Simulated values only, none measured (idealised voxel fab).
This section sets out a process module, namely voxel spacer lines.
In the cross-section labelled cut, the width is 175 nm and each square cell is 5 nm.
Just so we're on the same page, the cross-sections are grids of square cells, and they're listed out in bands top to bottom, each band one or more rows deep.
In this notation a band is specified by the heights of its top and bottom, in that order and in nm, after which its materials appear from left to right, each paired with its width in nm. The word "throughout" attached to a single material means that material fills the band from edge to edge; the word "blank" stands for empty space.
Height is counted from the level 0, under which the received wafer is composed throughout of one material. The lowest of the bands is not closed at the bottom but continues downward, in the notation "0 down".
It should be noted that a width expressed as "30 to 40" varies in equal increments from row to row of cells within the band, taking the value of the first number at the top row and that of the second number at the bottom row.
Step note "no change occurred" = no cross-section cell changed.
Listed in "Non-vented voids": every empty space of 8 or more cells without an open way to the top. Form: width x height at distance, the distance being from the left edge, all in nm.
On a step's line, text after the settings is the simulator commenting on that step.
"overlay nm", when on a step's line for a step with a mask, measures how far to the right of its planned place the mask lay; a negative measure means to the left.
[Here's what the planned process steps look like]
1: RECEIVE: material Si
2: CONFORMAL_DEP: material Al2O3, thk nm 5
3: DIRECTIONAL_DEP: material SiN, thk nm 10
4: DIRECTIONAL_DEP: material polySi, thk nm 30
5: PATTERN: tone cover, mask id MANDREL, material resist, width nm 15, pitch nm 50, thk nm 35, overlay nm -15
6: DIRECTIONAL_ETCH: etch materials polySi, depth nm 30
7: STRIP: etch materials resist
8: CONFORMAL_DEP: material SiO2, thk nm 10
9: DIRECTIONAL_ETCH: etch materials SiO2, depth nm 10
10: STRIP: etch materials polySi
11: DIRECTIONAL_ETCH: etch materials SiN, depth nm 10
12: STRIP: etch materials SiO2
13: FILL_DEP: material SiO2, thk nm 5
14: CMP: height nm 15
Keep in mind the plan's value for the overlay nm of step 5 comes from the first wafer; the wafers don't share that setting, but they do share the same starting point.
[Cross-sectional view of the first of several wafers in the as-received condition, corresponding to the state following step 1]
  0 down: Si throughout
  Non-vented voids: none
[The first of several wafers, seen in cross-section after the module's last step, step 14]
  15 to 5: 30 nm SiO2, then 10 nm SiN, then 15 nm SiO2, then 10 nm SiN, then 15 nm SiO2, then 10 nm SiN, then 15 nm SiO2, then 10 nm SiN, then 60 nm SiO2
  5 to 0: Al2O3 throughout
  0 down: Si throughout
  Non-vented voids: none
[At the end of the module, the last of several wafers in cross-section]
  15 to 5: 60 nm SiO2, then 10 nm SiN, then 15 nm SiO2, then 10 nm SiN, then 15 nm SiO2, then 10 nm SiN, then 15 nm SiO2, then 10 nm SiN, then 30 nm SiO2
  5 to 0: Al2O3 throughout
  0 down: Si throughout
  Non-vented voids: none
[Below is a per-wafer table. In it, each row describes the wafer at the end of the module by giving, for each material, the number of cells gained (+) or lost (-) since the wafer was received, and after that the closed voids of the wafer]
overlay nm -15; +35 Al2O3; +16 SiN; +54 SiO2; Non-vented voids: none
overlay nm -10; +35 Al2O3; +16 SiN; +54 SiO2; Non-vented voids: none
overlay nm -5; +35 Al2O3; +16 SiN; +54 SiO2; Non-vented voids: none
overlay nm 0; +35 Al2O3; +16 SiN; +54 SiO2; Non-vented voids: none
overlay nm 5; +35 Al2O3; +16 SiN; +54 SiO2; Non-vented voids: none
overlay nm 10; +35 Al2O3; +16 SiN; +54 SiO2; Non-vented voids: none
overlay nm 15; +35 Al2O3; +16 SiN; +54 SiO2; Non-vented voids: none
